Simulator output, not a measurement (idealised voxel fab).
Name of the process module below: voxel released beams
It is cross-section cut that appears here, measuring 220 nm in width, its square cells being 5 nm in size.
Throughout this document, each cross-section is represented as a grid of square cells and is presented as a sequence of bands enumerated from the top downward, where a band comprises one or more rows of cells. It is stipulated that each band's entry specify, in nanometres, the height of the top of the band and then that of its bottom, followed by the materials of the band in left-to-right sequence, each together with its width in nanometres. A single material marked by the word "full width" is understood to fill the band from edge to edge; the word "empty" is understood to denote empty space. The reference from which all heights are counted is 0, the level beneath which the as-received wafer is entirely one material; the lowest band, having no lower bound, proceeds downward and is written after the example "0..down". A width given as "30..40" starts at the first number in the band's top row and ends at the second number in its bottom row, shifting by an equal amount at every step from row to row. Key: "nothing was modified" - step with no changed cell in the cross-section. In "Voids, sealed" the enclosed voids are listed, meaning empty spaces of 8 cells or larger without any opening to the top. The form is width x height at distance, distance from the left edge, units nm. On a step's line, text after the settings is the simulator commenting on that step. "overlay nm" answers the question of how far to the right of plan the mask lay on a step that has a mask, and when it is negative the answer is to the left.

Steps planned for the process:
1: RECEIVE: material Si
2: CONFORMAL_DEP: material Al2O3, thk nm 10
3: DIRECTIONAL_DEP: material SiO2, thk nm 20
4: DIRECTIONAL_DEP: material aC, thk nm 10
5: PATTERN: tone open, mask id ANCHOR, material resist, width nm 45, thk nm 25, overlay nm 0
6: DIRECTIONAL_ETCH: etch materials aC, depth nm 10
7: STRIP: etch materials resist
8: DIRECTIONAL_ETCH: etch materials SiO2, depth nm 20
9: STRIP: etch materials aC
10: CONFORMAL_DEP: material polySi, thk nm 15
11: PATTERN: tone cover, mask id BEAM, material resist, width nm 130, thk nm 15, overlay nm 0
12: DIRECTIONAL_ETCH: etch materials polySi, depth nm 15
13: STRIP: etch materials resist
14: STRIP: etch materials SiO2

Cross-section of the incoming wafer, state after step 1:
- 0..down: Si full width
- Voids, sealed: none

Wafer cross-section at module end: first of two, run to plan:
- 45..30: empty: 40, then polySi: 20, then empty: 15, then polySi: 95, then empty: 50
- 30..25: empty: 45, then polySi: 15, then empty: 15, then polySi: 15, then empty: 130
- 25..10: empty: 45, then polySi: 45, then empty: 130
- 10..0: Al2O3 full width
- 0..down: Si full width
- Voids, sealed: none

Cross-sectional image of the second wafer of the two following completion of the module. Starting state and process plan were the same as for the first wafer; one execution error occurred:
- 35..20: empty: 40, then polySi: 20, then empty: 15, then polySi: 95, then empty: 50
- 20..15: empty: 45, then polySi: 15, then empty: 15, then polySi: 15, then empty: 130
- 15..0: empty: 45, then polySi: 45, then empty: 130
- 0..down: Si full width
- Voids, sealed: none
Which mistake was made when the wafer was run? step 2 of the plan got skipped, so it never ran
Count the cells at the end and the second wafer has more or fewer of some materials than the first: Al2O3 -88
